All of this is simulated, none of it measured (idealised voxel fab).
process module | voxel wiring stack
cross-section cut | 255 nm wide | cells 5 nm
A cross-section is a grid of square cells, given in bands from the top down. A band is one or more rows of cells.
Each band's line starts with the height of the band's top and of its bottom, in nm. Then come its materials from left to right, each with its width in nm. One material with "throughout" fills the band from edge to edge. "air" is empty space.
Height 0 is the level under which the wafer as received is all one material. The lowest band goes on downwards, as in "0 down".
A width such as "30 to 40" changes by the same amount from each row of cells to the next, from the band's top row to its bottom row.
"no change" after a step means that no cell of the cross-section changed.
closed voids: empty space of 8 cells or more with no open way to the top, each as width x height at its distance from the left edge, in nm
after a step's settings: what the simulator itself notes on the step
overlay nm, on a step with a mask: how far to the right of its planned place the mask lay; to the left if negative
plan
1 op RECEIVE | material Si
2 op CONFORMAL_DEP | material SiO2 | thk nm 10
3 op DIRECTIONAL_DEP | material TiN | thk nm 5
4 op DIRECTIONAL_DEP | material Ru | thk nm 25
5 op PATTERN | tone cover | mask id METAL_1 | material resist | width nm 25 | pitch nm 55 | thk nm 15 | overlay nm 0
6 op DIRECTIONAL_ETCH | etch materials Ru | depth nm 25
7 op DIRECTIONAL_ETCH | etch materials TiN | depth nm 5
8 op STRIP | etch materials resist
9 op FILL_DEP | material SiO2 | thk nm 5
10 op CMP | height nm 40
11 op CONFORMAL_DEP | material SiCN | thk nm 5
12 op DIRECTIONAL_DEP | material lowk | thk nm 20
13 op MASKED_ETCH | tone open | mask id PLUG_1 | width nm 15 | pitch nm 55 | etch materials lowk | depth nm 20 | overlay nm 0
14 op MASKED_ETCH | tone open | mask id PLUG_1 | width nm 15 | pitch nm 55 | etch materials SiCN | depth nm 5 | overlay nm 0
15 op CONFORMAL_DEP | material TiN | thk nm 5
16 op FILL_DEP | material W | thk nm 5
17 op CMP | height nm 65
18 op CONFORMAL_DEP | material SiN | thk nm 5
19 op DIRECTIONAL_DEP | material lowk | thk nm 20
20 op MASKED_ETCH | tone open | mask id METAL_2 | width nm 25 | pitch nm 55 | etch materials lowk | depth nm 20 | overlay nm 0
21 op MASKED_ETCH | tone open | mask id METAL_2 | width nm 25 | pitch nm 55 | etch materials SiN | depth nm 5 | overlay nm 0
22 op CONFORMAL_DEP | material TiN | thk nm 5
23 op FILL_DEP | material Cu | thk nm 10
24 op CMP | height nm 90
25 op CONFORMAL_DEP | material SiCN | thk nm 5
as received, after step 1
  0 down: Si throughout
  closed voids: none
first wafer at the end, as planned
  95 to 90: SiCN throughout
  90 to 70: lowk 30 | TiN 5 | Cu 15 | TiN 5 | lowk 30 | TiN 5 | Cu 15 | TiN 5 | lowk 30 | TiN 5 | Cu 15 | TiN 5 | lowk 30 | TiN 5 | Cu 15 | TiN 5 | lowk 35
  70 to 65: SiN 30 | TiN 25 | SiN 30 | TiN 25 | SiN 30 | TiN 25 | SiN 30 | TiN 25 | SiN 35
  65 to 45: lowk 30 | TiN 5 | W 5 | TiN 5 | lowk 40 | TiN 5 | W 5 | TiN 5 | lowk 40 | TiN 5 | W 5 | TiN 5 | lowk 40 | TiN 5 | W 5 | TiN 5 | lowk 45
  45 to 40: SiCN 30 | TiN 15 | SiCN 40 | TiN 15 | SiCN 40 | TiN 15 | SiCN 40 | TiN 15 | SiCN 45
  40 to 15: SiO2 30 | Ru 25 | SiO2 30 | Ru 25 | SiO2 30 | Ru 25 | SiO2 30 | Ru 25 | SiO2 35
  15 to 10: SiO2 30 | TiN 25 | SiO2 30 | TiN 25 | SiO2 30 | TiN 25 | SiO2 30 | TiN 25 | SiO2 35
  10 to 0: SiO2 throughout
  0 down: Si throughout
  closed voids: none
second wafer at the end: like start, like plan, one mistake
  95 to 90: SiCN throughout
  90 to 85: Cu throughout
  85 to 80: TiN 35 | Cu 15 | TiN 40 | Cu 15 | TiN 40 | Cu 15 | TiN 40 | Cu 15 | TiN 40
  80 to 70: lowk 30 | TiN 5 | Cu 15 | TiN 5 | lowk 30 | TiN 5 | Cu 15 | TiN 5 | lowk 30 | TiN 5 | Cu 15 | TiN 5 | lowk 30 | TiN 5 | Cu 15 | TiN 5 | lowk 35
  70 to 65: SiN 30 | TiN 25 | SiN 30 | TiN 25 | SiN 30 | TiN 25 | SiN 30 | TiN 25 | SiN 35
  65 to 45: lowk 30 | TiN 5 | W 5 | TiN 5 | lowk 40 | TiN 5 | W 5 | TiN 5 | lowk 40 | TiN 5 | W 5 | TiN 5 | lowk 40 | TiN 5 | W 5 | TiN 5 | lowk 45
  45 to 40: SiCN 30 | TiN 15 | SiCN 40 | TiN 15 | SiCN 40 | TiN 15 | SiCN 40 | TiN 15 | SiCN 45
  40 to 15: SiO2 30 | Ru 25 | SiO2 30 | Ru 25 | SiO2 30 | Ru 25 | SiO2 30 | Ru 25 | SiO2 35
  15 to 10: SiO2 30 | TiN 25 | SiO2 30 | TiN 25 | SiO2 30 | TiN 25 | SiO2 30 | TiN 25 | SiO2 35
  10 to 0: SiO2 throughout
  0 down: Si throughout
  closed voids: none
what went wrong: step 19 ran as: op DIRECTIONAL_DEP | material lowk | thk nm 10
at the end the second wafer has, in cells: 39 more of Cu | 23 more of TiN | 62 fewer of lowk
